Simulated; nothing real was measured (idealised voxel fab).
Proc. module: voxel transistor to metal
Xsec cut, 210 nm wide, square cell size 5 nm.
Heads up, the way a cross-section reads in here is a grid of square cells, handed over as bands from the top down, with every band being one or more rows of cells. It is stipulated that each band's entry specify, in nanometres, the height of the top of the band and then that of its bottom, followed by the materials of the band in left-to-right sequence, each together with its width in nanometres. A single material marked by the word "all across" is understood to fill the band from edge to edge; the word "blank" is understood to denote empty space. Below 0: as-received wafer, all one material; heights counted from there. Lowest band: no bottom, goes on down, written "0..down". Width "30->40": first value at the band's top row of cells, second value at its bottom row, equal change from row to row. "no modification" means the step left every cell of the cross-section as it was. This entry, "Enclosed void catalog", enumerates those empty regions of no fewer than 8 cells that possess no open connection to the top. Each region is reported in the form width x height at distance, the distance being taken from the left edge, with all three quantities expressed in nm. Step line, after settings: the simulator's comment on this step. Among the settings permitted on a step's line is "overlay nm"; applied to a step with a mask, it specifies the extent to which the mask lay to the right of its planned position, whereas a negative figure signifies a position to the left.

# So here's the lineup of process steps we planned
| 1 | RECEIVE, material Si |
| 2 | OXIDIZE, depth nm 5 |
| 3 | CONFORMAL_DEP, material SiN, thk nm 10 |
| 4 | MASKED_ETCH, tone cover, mask id ACTIVE, width nm 110, etch materials SiN, depth nm 10, overlay nm 0 |
| 5 | MASKED_ETCH, tone cover, mask id ACTIVE, width nm 110, etch materials SiO2, depth nm 5, overlay nm 0 |
| 6 | MASKED_ETCH, tone cover, mask id ACTIVE, width nm 110, etch materials Si, depth nm 20, overlay nm 0 |
| 7 | FILL_DEP, material SiO2, thk nm 10 |
| 8 | CMP, height nm 10 |
| 9 | SELECTIVE_ETCH, etch materials SiO2, depth nm 10 |
| 10 | STRIP, etch materials SiN |
| 11 | SELECTIVE_ETCH, etch materials SiO2, depth nm 5 |
| 12 | OXIDIZE, depth nm 5 |
| 13 | DIRECTIONAL_DEP, material polySi, thk nm 20 |
| 14 | DIRECTIONAL_DEP, material SiCN, thk nm 15 |
| 15 | DIRECTIONAL_DEP, material aC, thk nm 10 |
| 16 | PATTERN, tone cover, mask id GATE, material resist, width nm 30, thk nm 25, overlay nm 0 |
| 17 | DIRECTIONAL_ETCH, etch materials aC, depth nm 10 |
| 18 | STRIP, etch materials resist |
| 19 | DIRECTIONAL_ETCH, etch materials SiCN, depth nm 25 |
| 20 | DIRECTIONAL_ETCH, etch materials polySi, depth nm 30 |
| 21 | STRIP, etch materials aC |
| 22 | CONFORMAL_DEP, material SiN, thk nm 10 |
| 23 | DIRECTIONAL_ETCH, etch materials SiN, depth nm 10 |
| 24 | DIRECTIONAL_ETCH, etch materials SiO2, depth nm 5 |
| 25 | DIRECTIONAL_ETCH, etch materials Si, depth nm 15 |
| 26 | EPI, material nSi, thk nm 20 |
| 27 | FILL_DEP, material SiO2, thk nm 10 |
| 28 | CMP, height nm 15 |
| 29 | STRIP, etch materials polySi |
| 30 | SELECTIVE_ETCH, etch materials SiO2, depth nm 5 |
| 31 | CONFORMAL_DEP, material HfO2, thk nm 5 |
| 32 | CONFORMAL_DEP, material TiN, thk nm 5 |
| 33 | FILL_DEP, material W, thk nm 10 |
| 34 | CMP, height nm 10 |
| 35 | DIRECTIONAL_DEP, material SiO2, thk nm 10 |
| 36 | DIRECTIONAL_DEP, material aC, thk nm 15 |
| 37 | PATTERN, tone open, mask id CONTACT, material resist, width nm 15, pitch nm 75, thk nm 35, overlay nm 0 |
| 38 | DIRECTIONAL_ETCH, etch materials aC, depth nm 15 |
| 39 | STRIP, etch materials resist |
| 40 | DIRECTIONAL_ETCH, etch materials SiO2, depth nm 10 |
| 41 | STRIP, etch materials aC |
| 42 | CONFORMAL_DEP, material TiN, thk nm 5 |
| 43 | FILL_DEP, material Ru, thk nm 10 |
| 44 | CMP, height nm 20 |
| 45 | CONFORMAL_DEP, material SiCN, thk nm 5 |
| 46 | DIRECTIONAL_DEP, material SiO2, thk nm 15 |
| 47 | PATTERN, tone open, mask id METAL_1, material resist, width nm 15, pitch nm 75, thk nm 20, overlay nm 0 |
| 48 | DIRECTIONAL_ETCH, etch materials SiO2, depth nm 15 |
| 49 | DIRECTIONAL_ETCH, etch materials SiCN, depth nm 5 |
| 50 | STRIP, etch materials resist |
| 51 | CONFORMAL_DEP, material TiN, thk nm 5 |
| 52 | FILL_DEP, material Ru, thk nm 10 |
| 53 | CMP, height nm 40 |
| 54 | CONFORMAL_DEP, material SiN, thk nm 5 |

# Cross-section: wafer on arrival = after step 1
	0..down = Si all across
	Enclosed void catalog: none

# Module complete - cross-section of the first of two wafers, run according to plan
	45..40 = SiN all across
	40..25 = SiO2 60 / TiN 5 / Ru 5 / TiN 5 / SiO2 60 / TiN 5 / Ru 5 / TiN 5 / SiO2 60
	25..20 = SiCN 60 / TiN 15 / SiCN 60 / TiN 15 / SiCN 60
	20..15 = SiO2 60 / TiN 5 / Ru 5 / TiN 5 / SiO2 60 / TiN 5 / Ru 5 / TiN 5 / SiO2 60
	15..10 = SiO2 60 / TiN 15 / SiO2 60 / TiN 15 / SiO2 60
	10..0 = SiO2 60 / nSi 20 / SiN 10 / HfO2 5 / TiN 5 / W 10 / TiN 5 / HfO2 5 / SiN 10 / nSi 20 / SiO2 60
	0..-5 = SiO2 60 / nSi 20 / SiN 10 / HfO2 5 / TiN 20 / HfO2 5 / SiN 10 / nSi 20 / SiO2 60
	-5..-10 = SiO2 45 / nSi 35 / SiO2 5 / HfO2 40 / SiO2 5 / nSi 35 / SiO2 45
	-10..-25 = SiO2 50 / nSi 30 / Si 50 / nSi 30 / SiO2 50
	-25..down = Si all across
	Enclosed void catalog: none

# What the second wafer looks like in cross-section once the module is done. Its start and its plan matched the first wafer's exactly; what differed was one mistake in how it was run
	45..40 = SiN all across
	40..25 = SiO2 60 / TiN 5 / Ru 5 / TiN 5 / SiO2 60 / TiN 5 / Ru 5 / TiN 5 / SiO2 60
	25..20 = SiCN 60 / TiN 15 / SiCN 60 / TiN 15 / SiCN 60
	20..15 = SiO2 60 / TiN 5 / Ru 5 / TiN 5 / SiO2 60 / TiN 5 / Ru 5 / TiN 5 / SiO2 60
	15..10 = SiO2 60 / TiN 15 / SiO2 60 / TiN 15 / SiO2 60
	10..0 = SiO2 60 / nSi 20 / SiN 10 / HfO2 5 / TiN 5 / W 10 / TiN 5 / HfO2 5 / SiN 10 / nSi 20 / SiO2 60
	0..-5 = SiO2 60 / nSi 20 / SiN 10 / HfO2 5 / TiN 20 / HfO2 5 / SiN 10 / nSi 20 / SiO2 60
	-5..-10 = SiO2 45 / nSi 35 / SiO2 5 / HfO2 40 / SiO2 5 / nSi 35 / SiO2 45
	-10..-25 = SiO2 50 / nSi 30 / Si 50 / nSi 30 / SiO2 50
	-25..-40 = Si 50 / nSi 30 / Si 50 / nSi 30 / Si 50
	-40..down = Si all across
	Enclosed void catalog: none
Misprocessing identified: step 25 of the plan was twice carried out
Once processing is complete, comparing cell counts shows that the second wafer has more or fewer of certain materials than the first: Si: 36 fewer; nSi: 36 more
